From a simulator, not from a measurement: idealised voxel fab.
The process module presented herein is designated voxel ribs on slabs.
The width of the displayed cross-section, cut, is 290 nm; its cells are square, with a size of 5 nm.
For the purposes of this document, a cross-section shall be understood as a grid of square cells, specified as bands listed in top-to-bottom order, each band consisting of one or more rows of cells. First you get the band's top height and its bottom height, in nm, and then the materials it's made of, left to right, with each width in nm. If you see a single material with "all across", that one covers the band edge to edge. "air" is empty space. Zero point of the height axis is 0; under it, received wafer = one material. Lowest band: continues down indefinitely, "0 nm and below". A two-number width, for instance "30..40", indicates that the width is equal to the first number in the top row of the band and to the second number in the bottom row, and that it changes by a constant amount per row of cells. Basically "no modifications" means that step didn't change any cell in the cross-section. Under "Sealed void list" you'll find the enclosed gaps, the ones with no way out to the top, that are 8 cells or bigger; each reads width x height at distance, with distance counted from the left edge, everything in nm. On each step's line, the part that comes after the settings is the simulator's own comment on the step. overlay nm: step with mask; distance mask lay right of planned place; negative value = left of planned place.

**List of planned process steps**
1. RECEIVE: material Si
2. DIRECTIONAL_DEP: material SiO2, thk nm 30
3. DIRECTIONAL_DEP: material polySi, thk nm 20
4. DIRECTIONAL_DEP: material aC, thk nm 15
5. PATTERN: tone cover, mask id RIB, material resist, width nm 25, thk nm 30, overlay nm 0
6. DIRECTIONAL_ETCH: etch materials aC, depth nm 15
7. STRIP: etch materials resist
8. DIRECTIONAL_ETCH: etch materials polySi, depth nm 10
9. STRIP: etch materials aC
10. MASKED_ETCH: tone cover, mask id SLAB, width nm 65, etch materials polySi, depth nm 10, overlay nm 0
11. FILL_DEP: material SiO2, thk nm 30
12. CMP: height nm 70
13. DIRECTIONAL_DEP: material W, thk nm 10
14. DIRECTIONAL_DEP: material aC, thk nm 15
15. PATTERN: tone cover, mask id HEATER, material resist, width nm 35, thk nm 35, overlay nm 0
16. DIRECTIONAL_ETCH: etch materials aC, depth nm 15
17. STRIP: etch materials resist
18. DIRECTIONAL_ETCH: etch materials W, depth nm 10
19. STRIP: etch materials aC
20. CONFORMAL_DEP: material SiO2, thk nm 10

**Incoming wafer, cross-sectional view, post step 1**
    0 nm and below  Si all across
    Sealed void list: none

**First wafer of two, sectioned at end of module; run went per plan**
    90 nm to 80 nm  air (115), then SiO2 (55), then air (120)
    80 nm to 70 nm  SiO2 (125), then W (35), then SiO2 (130)
    70 nm to 50 nm  SiO2 all across
    50 nm to 40 nm  SiO2 (130), then polySi (25), then SiO2 (135)
    40 nm to 30 nm  SiO2 (110), then polySi (65), then SiO2 (115)
    30 nm to 0 nm  SiO2 all across
    0 nm and below  Si all across
    Sealed void list: none

**Second wafer cross-section at end of module - shared start and plan with the first, one mistake in the run**
    90 nm to 80 nm  air (115), then SiO2 (55), then air (120)
    80 nm to 70 nm  SiO2 (125), then W (35), then SiO2 (130)
    70 nm to 55 nm  SiO2 all across
    55 nm to 45 nm  SiO2 (110), then polySi (65), then SiO2 (115)
    45 nm to 30 nm  aC all across
    30 nm to 0 nm  SiO2 all across
    0 nm and below  Si all across
    Sealed void list: none
Deviation from plan: steps 3 and 4 run out of order (swapped)
In the final state, the cell counts of the second wafer exceed or fall short of those of the first for the following materials: SiO2: 164 fewer | aC: 174 more | polySi: 10 fewer
